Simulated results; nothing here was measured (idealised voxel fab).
The process module presented herein is designated voxel air gaps.
This is section cut - it's 270 nm across, gridded in 5 nm square cells.
Cross-section layout: square cells on a grid; listed as bands, top to bottom; a band spans one or more cell rows. The entry gives the band's vertical extent as a top height and a bottom height in nm, then its horizontal make-up as materials from left to right, each with a width in nm. "air" stands for empty space; a single material marked "throughout" fills the band edge to edge. Height datum 0, below which the as-received substrate wafer is one material. Lowest band open at the bottom, running downward: "top 0, no bottom". Graded width ("30->40"): value in top row of band = first number; value in bottom row = second number; row-to-row change constant. "everything unchanged" after a step means that no cell of the cross-section changed. Basically, "Tabulated closed voids" tells you about the enclosed voids: empty spaces with no open way to the top, 8 cells or bigger, each written width x height at distance, where distance is from the left edge, all in nm. Past the settings on a step's line: simulator remark, on that step. Each step line may optionally specify "overlay nm", which for a step with a mask gives the rightward distance between the mask's planned place and where it lay, a negative value indicating the leftward direction.
[Process steps (planned)]
- 1: RECEIVE: material Si
- 2: CONFORMAL_DEP: material SiO2, thk nm 10
- 3: CONFORMAL_DEP: material SiCN, thk nm 5
- 4: DIRECTIONAL_DEP: material SiO2, thk nm 40
- 5: PATTERN: tone open, mask id LINES, material resist, width nm 25, pitch nm 55, thk nm 15, overlay nm 0
- 6: DIRECTIONAL_ETCH: etch materials SiO2, depth nm 40
- 7: STRIP: etch materials resist
- 8: CONFORMAL_DEP: material TiN, thk nm 5
- 9: FILL_DEP: material Ru, thk nm 5
- 10: CMP: height nm 55
- 11: EPI: material Ru, thk nm 10
- 12: SELECTIVE_ETCH: etch materials SiO2, depth nm 50
- 13: CONFORMAL_DEP: material SiCN, thk nm 5
[Cross-section of the incoming wafer, state after step 1]
- top 0, no bottom = Si throughout
- Tabulated closed voids: none
[End-of-module cross-section of the first of two wafers, processed as planned]
- top 70, bottom 65 = air=50, SiCN=165, air=55
- top 65, bottom 55 = air=50, SiCN=5, Ru=45, SiCN=10, Ru=45, SiCN=10, Ru=45, SiCN=5, air=55
- top 55, bottom 50 = air=50, SiCN=15, TiN=5, Ru=15, TiN=5, SiCN=30, TiN=5, Ru=15, TiN=5, SiCN=30, TiN=5, Ru=15, TiN=5, SiCN=15, air=55
- top 50, bottom 20 = air=60, SiCN=5, TiN=5, Ru=15, TiN=5, SiCN=5, air=20, SiCN=5, TiN=5, Ru=15, TiN=5, SiCN=5, air=20, SiCN=5, TiN=5, Ru=15, TiN=5, SiCN=5, air=65
- top 20, bottom 15 = SiCN=65, TiN=25, SiCN=30, TiN=25, SiCN=30, TiN=25, SiCN=70
- top 15, bottom 10 = SiCN throughout
- top 10, bottom 0 = SiO2 throughout
- top 0, no bottom = Si throughout
- Tabulated closed voids: 20 x 30 at 95; 20 x 30 at 150
[This cross-section belongs to the second wafer of two at the end of the module; the start and the plan were shared with the first, and the run included one mistake]
- top 80, bottom 75 = air=40, SiCN=185, air=45
- top 75, bottom 55 = air=40, SiCN=5, Ru=175, SiCN=5, air=45
- top 55, bottom 50 = air=40, SiCN=25, TiN=5, Ru=15, TiN=5, SiO2=30, TiN=5, Ru=15, TiN=5, SiO2=30, TiN=5, Ru=15, TiN=5, SiCN=25, air=45
- top 50, bottom 20 = air=60, SiCN=5, TiN=5, Ru=15, TiN=5, SiO2=30, TiN=5, Ru=15, TiN=5, SiO2=30, TiN=5, Ru=15, TiN=5, SiCN=5, air=65
- top 20, bottom 15 = SiCN=65, TiN=25, SiO2=30, TiN=25, SiO2=30, TiN=25, SiCN=70
- top 15, bottom 10 = SiCN throughout
- top 10, bottom 0 = SiO2 throughout
- top 0, no bottom = Si throughout
- Tabulated closed voids: none
Deviation noted in wafer processing: plan step 11 ran twice
Bottom line after processing is that, in cells, the second wafer is up or down on some materials versus the first: Ru: 86 more | SiCN: 44 fewer | SiO2: 96 more
Heads up: the first wafer ends with 2 closed voids, the second with 0.
